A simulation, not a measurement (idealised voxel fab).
Process module name: voxel double patterning
Xsec cut, 220 nm wide, square cell size 5 nm.
We lay out every cross-section as a grid of square cells and spell it out in bands from the top down, where one band means one or more rows of cells. It is stipulated that each band's entry specify, in nanometres, the height of the top of the band and then that of its bottom, followed by the materials of the band in left-to-right sequence, each together with its width in nanometres. A single material marked by the word "full width" is understood to fill the band from edge to edge; the word "air" is understood to denote empty space. The level at which height equals 0 is the one under which the wafer, as it arrives, is entirely one material. No lower edge exists for the bottom band, which continues downward and is notated as in "0 down". A width given as "30 to 40" starts at the first number in the band's top row and ends at the second number in its bottom row, shifting by an equal amount at every step from row to row. It should be understood that the words "remains unaltered", when stated for a given step, signify that the cross-section underwent no change in any of its cells during that step. What "Enclosed cavity list" gives you is every empty space of 8 cells or more that is cut off from the top. Each appears as width x height at distance, with the distance taken from the left edge and width, height and distance all in nm. Anything after a step's settings on that line? It's the simulator's own note about the step. overlay nm: step with mask; distance mask lay right of planned place; negative value = left of planned place.
The following list gives the planned process steps
1,RECEIVE [material Si]
2,CONFORMAL_DEP [material SiO2] [thk nm 10]
3,DIRECTIONAL_DEP [material W] [thk nm 15]
4,DIRECTIONAL_DEP [material SiCN] [thk nm 5]
5,DIRECTIONAL_DEP [material aC] [thk nm 10]
6,PATTERN [tone open] [mask id FIRST] [material resist] [width nm 15] [pitch nm 50] [thk nm 25] [overlay nm 0]
7,DIRECTIONAL_ETCH [etch materials aC] [depth nm 10]
8,STRIP [etch materials resist]
9,DIRECTIONAL_ETCH [etch materials SiCN] [depth nm 5]
10,STRIP [etch materials aC]
11,DIRECTIONAL_DEP [material aC] [thk nm 10]
12,PATTERN [tone open] [mask id SECOND] [material resist] [width nm 15] [pitch nm 50] [thk nm 30] [overlay nm 0]
13,DIRECTIONAL_ETCH [etch materials aC] [depth nm 10]
14,STRIP [etch materials resist]
15,DIRECTIONAL_ETCH [etch materials SiCN] [depth nm 5]
16,STRIP [etch materials aC]
17,DIRECTIONAL_ETCH [etch materials W] [depth nm 15]
18,STRIP [etch materials SiCN]
Wafer cross-section on receipt, i.e. after step 1
0 down | Si full width
Enclosed cavity list: none
Here's the cross-section of the first of our two wafers at the end of the module - it ran as planned
25 to 10 | W (50) | air (15) | W (10) | air (15) | W (10) | air (15) | W (10) | air (15) | W (10) | air (15) | W (55)
10 to 0 | SiO2 full width
0 down | Si full width
Enclosed cavity list: none
What the second wafer looks like in cross-section once the module is done. Its start and its plan matched the first wafer's exactly; what differed was one mistake in how it was run
40 to 35 | SiO2 (50) | air (15) | SiO2 (35) | air (15) | SiO2 (35) | air (15) | SiO2 (55)
35 to 30 | SiO2 full width
30 to 25 | SiCN (50) | SiO2 (15) | SiCN (35) | SiO2 (15) | SiCN (35) | SiO2 (15) | SiCN (55)
25 to 10 | W full width
10 to 0 | SiO2 full width
0 down | Si full width
Enclosed cavity list: none
Finding, execution versus plan: it should be noted that step 11 was executed with settings other than those planned, the operation and settings actually applied being DIRECTIONAL_DEP [material SiO2] [thk nm 10]
Final comparison by cell count, materials where the second wafer has more or fewer than the first: SiCN: 35 more; SiO2: 88 more; W: 45 more
